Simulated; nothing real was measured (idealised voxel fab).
Name of the process module below: voxel self aligned vias
cross-section cut | 205 nm wide | cells 5 nm
Bands, listed from the top down, are how a cross-section gets written in this document; the cross-section itself is a grid of square cells, and a band is one or more rows of them. Top height, bottom height, nm. Materials left to right, width each, nm. Single material + "everywhere" = fills band edge to edge. "blank" = empty. Heights are measured from 0, the level below which the as-received wafer is all one material; the lowest band has no bottom and continues downward, written as in "0 nm and below". So if you see something like "30..40" for the width, read it as the top row of the band sitting at the first number and the bottom row at the second, with every row in between moving by the same amount as the last. Key: "identical to before" - step with no changed cell in the cross-section. Heads up: "Completely enclosed voids" only lists the empty pockets with no open path to the top that are 8 cells or more, and it writes them as width x height at distance, distance from the left edge, in nm. after a step's settings: what the simulator itself notes on the step. Among the settings permitted on a step's line is "overlay nm"; applied to a step with a mask, it specifies the extent to which the mask lay to the right of its planned position, whereas a negative figure signifies a position to the left.
Intended process steps
1 RECEIVE [material Si]
2 CONFORMAL_DEP [material SiO2] [thk nm 10]
3 CONFORMAL_DEP [material SiCN] [thk nm 5]
4 DIRECTIONAL_DEP [material lowk] [thk nm 30]
5 DIRECTIONAL_DEP [material aC] [thk nm 10]
6 PATTERN [tone open] [mask id LINES] [material resist] [width nm 25] [pitch nm 60] [thk nm 25] [overlay nm 0]
7 DIRECTIONAL_ETCH [etch materials aC] [depth nm 10]
8 STRIP [etch materials resist]
9 DIRECTIONAL_ETCH [etch materials lowk] [depth nm 30]
10 STRIP [etch materials aC]
11 CONFORMAL_DEP [material TiN] [thk nm 5]
12 FILL_DEP [material W] [thk nm 5]
13 CMP [height nm 45]
14 SELECTIVE_ETCH [etch materials W Ru TiN] [depth nm 10]
15 FILL_DEP [material SiN] [thk nm 10]
16 CMP [height nm 45]
17 DIRECTIONAL_DEP [material lowk] [thk nm 15]
18 PATTERN [tone open] [mask id VIAS] [material resist] [width nm 45] [pitch nm 60] [thk nm 15] [overlay nm 0]
19 DIRECTIONAL_ETCH [etch materials lowk] [depth nm 15]
20 DIRECTIONAL_ETCH [etch materials SiN] [depth nm 10]
21 STRIP [etch materials resist]
22 CONFORMAL_DEP [material TiN] [thk nm 5]
23 FILL_DEP [material Ru] [thk nm 10]
24 CMP [height nm 60]
25 CONFORMAL_DEP [material SiN] [thk nm 5]
First of two wafers - as planned
This is the cross-section of the wafer as we received it, i.e. after step 1
  0 nm and below  Si everywhere
  Completely enclosed voids: none
You're looking at a cross-section of the wafer after step 2
  10 nm to 0 nm  SiO2 everywhere
  Below a height of 0, the structure has not been altered.
You're looking at a cross-section of the wafer after step 3
  15 nm to 10 nm  SiCN everywhere
  Below a height of 10, the structure has not been altered.
You're looking at a cross-section of the wafer after step 4
  45 nm to 15 nm  lowk everywhere
  Below a height of 15, the structure has not been altered.
You're looking at a cross-section of the wafer after step 5
  55 nm to 45 nm  aC everywhere
  Below a height of 45, the structure has not been altered.
You're looking at a cross-section of the wafer after step 6
  80 nm to 55 nm  60 resist  25 blank  35 resist  25 blank  60 resist
  Below a height of 55, the structure has not been altered.
You're looking at a cross-section of the wafer after step 7
  70 nm to 55 nm  60 resist  25 blank  35 resist  25 blank  60 resist
  55 nm to 45 nm  60 aC  25 blank  35 aC  25 blank  60 aC
  Below a height of 45, the structure has not been altered.
You're looking at a cross-section of the wafer after step 8
  55 nm to 45 nm  60 aC  25 blank  35 aC  25 blank  60 aC
  Below a height of 45, the structure has not been altered.
You're looking at a cross-section of the wafer after step 9
  55 nm to 45 nm  60 aC  25 blank  35 aC  25 blank  60 aC
  45 nm to 15 nm  60 lowk  25 blank  35 lowk  25 blank  60 lowk
  Below a height of 15, the structure has not been altered.
You're looking at a cross-section of the wafer after step 10
  45 nm to 15 nm  60 lowk  25 blank  35 lowk  25 blank  60 lowk
  Below a height of 15, the structure has not been altered.
You're looking at a cross-section of the wafer after step 11
  50 nm to 45 nm  65 TiN  15 blank  45 TiN  15 blank  65 TiN
  45 nm to 20 nm  60 lowk  5 TiN  15 blank  5 TiN  35 lowk  5 TiN  15 blank  5 TiN  60 lowk
  20 nm to 15 nm  60 lowk  25 TiN  35 lowk  25 TiN  60 lowk
  Below a height of 15, the structure has not been altered.
You're looking at a cross-section of the wafer after step 12
  55 nm to 50 nm  W everywhere
  50 nm to 45 nm  65 TiN  15 W  45 TiN  15 W  65 TiN
  45 nm to 20 nm  60 lowk  5 TiN  15 W  5 TiN  35 lowk  5 TiN  15 W  5 TiN  60 lowk
  Below a height of 20, the structure has not been altered.
You're looking at a cross-section of the wafer after step 13
  45 nm to 20 nm  60 lowk  5 TiN  15 W  5 TiN  35 lowk  5 TiN  15 W  5 TiN  60 lowk
  Below a height of 20, the structure has not been altered.
You're looking at a cross-section of the wafer after step 14
  45 nm to 35 nm  60 lowk  25 blank  35 lowk  25 blank  60 lowk
  Below a height of 35, the structure has not been altered.
You're looking at a cross-section of the wafer after step 15
  55 nm to 45 nm  SiN everywhere
  45 nm to 35 nm  60 lowk  25 SiN  35 lowk  25 SiN  60 lowk
  Below a height of 35, the structure has not been altered.
You're looking at a cross-section of the wafer after step 16
  45 nm to 35 nm  60 lowk  25 SiN  35 lowk  25 SiN  60 lowk
  Below a height of 35, the structure has not been altered.
You're looking at a cross-section of the wafer after step 17
  60 nm to 45 nm  lowk everywhere
  Below a height of 45, the structure has not been altered.
You're looking at a cross-section of the wafer after step 18
  75 nm to 60 nm  50 resist  45 blank  15 resist  45 blank  50 resist
  Below a height of 60, the structure has not been altered.
You're looking at a cross-section of the wafer after step 19
  75 nm to 60 nm  50 resist  45 blank  15 resist  45 blank  50 resist
  60 nm to 45 nm  50 lowk  45 blank  15 lowk  45 blank  50 lowk
  Below a height of 45, the structure has not been altered.
You're looking at a cross-section of the wafer after step 20
  75 nm to 60 nm  50 resist  45 blank  15 resist  45 blank  50 resist
  60 nm to 45 nm  50 lowk  45 blank  15 lowk  45 blank  50 lowk
  45 nm to 35 nm  60 lowk  25 blank  35 lowk  25 blank  60 lowk
  Below a height of 35, the structure has not been altered.
You're looking at a cross-section of the wafer after step 21
  60 nm to 45 nm  50 lowk  45 blank  15 lowk  45 blank  50 lowk
  Below a height of 45, the structure has not been altered.
You're looking at a cross-section of the wafer after step 22
  65 nm to 60 nm  55 TiN  35 blank  25 TiN  35 blank  55 TiN
  60 nm to 50 nm  50 lowk  5 TiN  35 blank  5 TiN  15 lowk  5 TiN  35 blank  5 TiN  50 lowk
  50 nm to 40 nm  50..60 lowk  15..5 TiN  15 blank  15..5 TiN  15..35 lowk  15..5 TiN  15 blank  15..5 TiN  50..60 lowk
  40 nm to 35 nm  60 lowk  25 TiN  35 lowk  25 TiN  60 lowk
  Below a height of 35, the structure has not been altered.
You're looking at a cross-section of the wafer after step 23
  75 nm to 65 nm  Ru everywhere
  65 nm to 60 nm  55 TiN  35 Ru  25 TiN  35 Ru  55 TiN
  60 nm to 50 nm  50 lowk  5 TiN  35 Ru  5 TiN  15 lowk  5 TiN  35 Ru  5 TiN  50 lowk
  50 nm to 40 nm  50..60 lowk  15..5 TiN  15 Ru  15..5 TiN  15..35 lowk  15..5 TiN  15 Ru  15..5 TiN  50..60 lowk
  Below a height of 40, the structure has not been altered.
You're looking at a cross-section of the wafer after step 24
  60 nm to 50 nm  50 lowk  5 TiN  35 Ru  5 TiN  15 lowk  5 TiN  35 Ru  5 TiN  50 lowk
  Below a height of 50, the structure has not been altered.
You're looking at a cross-section of the wafer after step 25
  65 nm to 60 nm  SiN everywhere
  Below a height of 60, the structure has not been altered.
Wafer two of two - same starting point, same process plan, one mistake in execution; matches wafer one up to and including step 5
Cross-section of the second wafer when, according to plan, step 6 should have finished
  80 nm to 55 nm  60 blank  25 resist  35 blank  25 resist  60 blank
  Below a height of 55, the structure has not been altered.
Cross-section of the second wafer when, according to plan, step 7 should have finished
  70 nm to 55 nm  60 blank  25 resist  35 blank  25 resist  60 blank
  55 nm to 45 nm  60 blank  25 aC  35 blank  25 aC  60 blank
  Below a height of 45, the structure has not been altered.
Cross-section of the second wafer when, according to plan, step 8 should have finished
  55 nm to 45 nm  60 blank  25 aC  35 blank  25 aC  60 blank
  Below a height of 45, the structure has not been altered.
Cross-section of the second wafer when, according to plan, step 9 should have finished
  55 nm to 45 nm  60 blank  25 aC  35 blank  25 aC  60 blank
  45 nm to 15 nm  60 blank  25 lowk  35 blank  25 lowk  60 blank
  Below a height of 15, the structure has not been altered.
Cross-section of the second wafer when, according to plan, step 10 should have finished
  45 nm to 15 nm  60 blank  25 lowk  35 blank  25 lowk  60 blank
  Below a height of 15, the structure has not been altered.
Cross-section of the second wafer when, according to plan, step 11 should have finished
  50 nm to 45 nm  55 blank  35 TiN  25 blank  35 TiN  55 blank
  45 nm to 20 nm  55 blank  5 TiN  25 lowk  5 TiN  25 blank  5 TiN  25 lowk  5 TiN  55 blank
  20 nm to 15 nm  60 TiN  25 lowk  35 TiN  25 lowk  60 TiN
  Below a height of 15, the structure has not been altered.
Cross-section of the second wafer when, according to plan, step 12 should have finished
  55 nm to 50 nm  W everywhere
  50 nm to 45 nm  55 W  35 TiN  25 W  35 TiN  55 W
  45 nm to 20 nm  55 W  5 TiN  25 lowk  5 TiN  25 W  5 TiN  25 lowk  5 TiN  55 W
  Below a height of 20, the structure has not been altered.
Cross-section of the second wafer when, according to plan, step 13 should have finished
  45 nm to 20 nm  55 W  5 TiN  25 lowk  5 TiN  25 W  5 TiN  25 lowk  5 TiN  55 W
  Below a height of 20, the structure has not been altered.
Cross-section of the second wafer when, according to plan, step 14 should have finished
  45 nm to 35 nm  60 blank  25 lowk  35 blank  25 lowk  60 blank
  Below a height of 35, the structure has not been altered.
Cross-section of the second wafer when, according to plan, step 15 should have finished
  55 nm to 45 nm  SiN everywhere
  45 nm to 35 nm  60 SiN  25 lowk  35 SiN  25 lowk  60 SiN
  Below a height of 35, the structure has not been altered.
Cross-section of the second wafer when, according to plan, step 16 should have finished
  45 nm to 35 nm  60 SiN  25 lowk  35 SiN  25 lowk  60 SiN
  Below a height of 35, the structure has not been altered.
Cross-section of the second wafer when, according to plan, step 17 should have finished
  60 nm to 45 nm  lowk everywhere
  Below a height of 45, the structure has not been altered.
Cross-section of the second wafer when, according to plan, step 18 should have finished
  75 nm to 60 nm  50 resist  45 blank  15 resist  45 blank  50 resist
  Below a height of 60, the structure has not been altered.
Cross-section of the second wafer when, according to plan, step 19 should have finished
  75 nm to 60 nm  50 resist  45 blank  15 resist  45 blank  50 resist
  60 nm to 45 nm  50 lowk  45 blank  15 lowk  45 blank  50 lowk
  Below a height of 45, the structure has not been altered.
Cross-section of the second wafer when, according to plan, step 20 should have finished
  75 nm to 60 nm  50 resist  45 blank  15 resist  45 blank  50 resist
  60 nm to 45 nm  50 lowk  45 blank  15 lowk  45 blank  50 lowk
  45 nm to 35 nm  50 SiN  10 blank  25 lowk  10 blank  15 SiN  10 blank  25 lowk  10 blank  50 SiN
  Below a height of 35, the structure has not been altered.
Cross-section of the second wafer when, according to plan, step 21 should have finished
  60 nm to 45 nm  50 lowk  45 blank  15 lowk  45 blank  50 lowk
  Below a height of 45, the structure has not been altered.
Cross-section of the second wafer when, according to plan, step 22 should have finished
  65 nm to 60 nm  55 TiN  35 blank  25 TiN  35 blank  55 TiN
  60 nm to 50 nm  50 lowk  5 TiN  35 blank  5 TiN  15 lowk  5 TiN  35 blank  5 TiN  50 lowk
  50 nm to 45 nm  50 lowk  45 TiN  15 lowk  45 TiN  50 lowk
  45 nm to 35 nm  50 SiN  10 TiN  25 lowk  10 TiN  15 SiN  10 TiN  25 lowk  10 TiN  50 SiN
  Below a height of 35, the structure has not been altered.
Cross-section of the second wafer when, according to plan, step 23 should have finished
  75 nm to 65 nm  Ru everywhere
  65 nm to 60 nm  55 TiN  35 Ru  25 TiN  35 Ru  55 TiN
  60 nm to 50 nm  50 lowk  5 TiN  35 Ru  5 TiN  15 lowk  5 TiN  35 Ru  5 TiN  50 lowk
  Below a height of 50, the structure has not been altered.
Cross-section of the second wafer when, according to plan, step 24 should have finished
  60 nm to 50 nm  50 lowk  5 TiN  35 Ru  5 TiN  15 lowk  5 TiN  35 Ru  5 TiN  50 lowk
  Below a height of 50, the structure has not been altered.
Cross-section of the second wafer when, according to plan, step 25 should have finished
  65 nm to 60 nm  SiN everywhere
  Below a height of 60, the structure has not been altered.
Which mistake was made when the wafer was run? step 6 ran differently from the plan; actual operation with settings: PATTERN [tone cover] [mask id LINES] [material resist] [width nm 25] [pitch nm 60] [thk nm 25] [overlay nm 0]
Bottom line after processing is that, in cells, the second wafer is up or down on some materials versus the first: Ru: 12 fewer | SiN: 46 more | TiN: 29 more | W: 63 more | lowk: 126 fewer
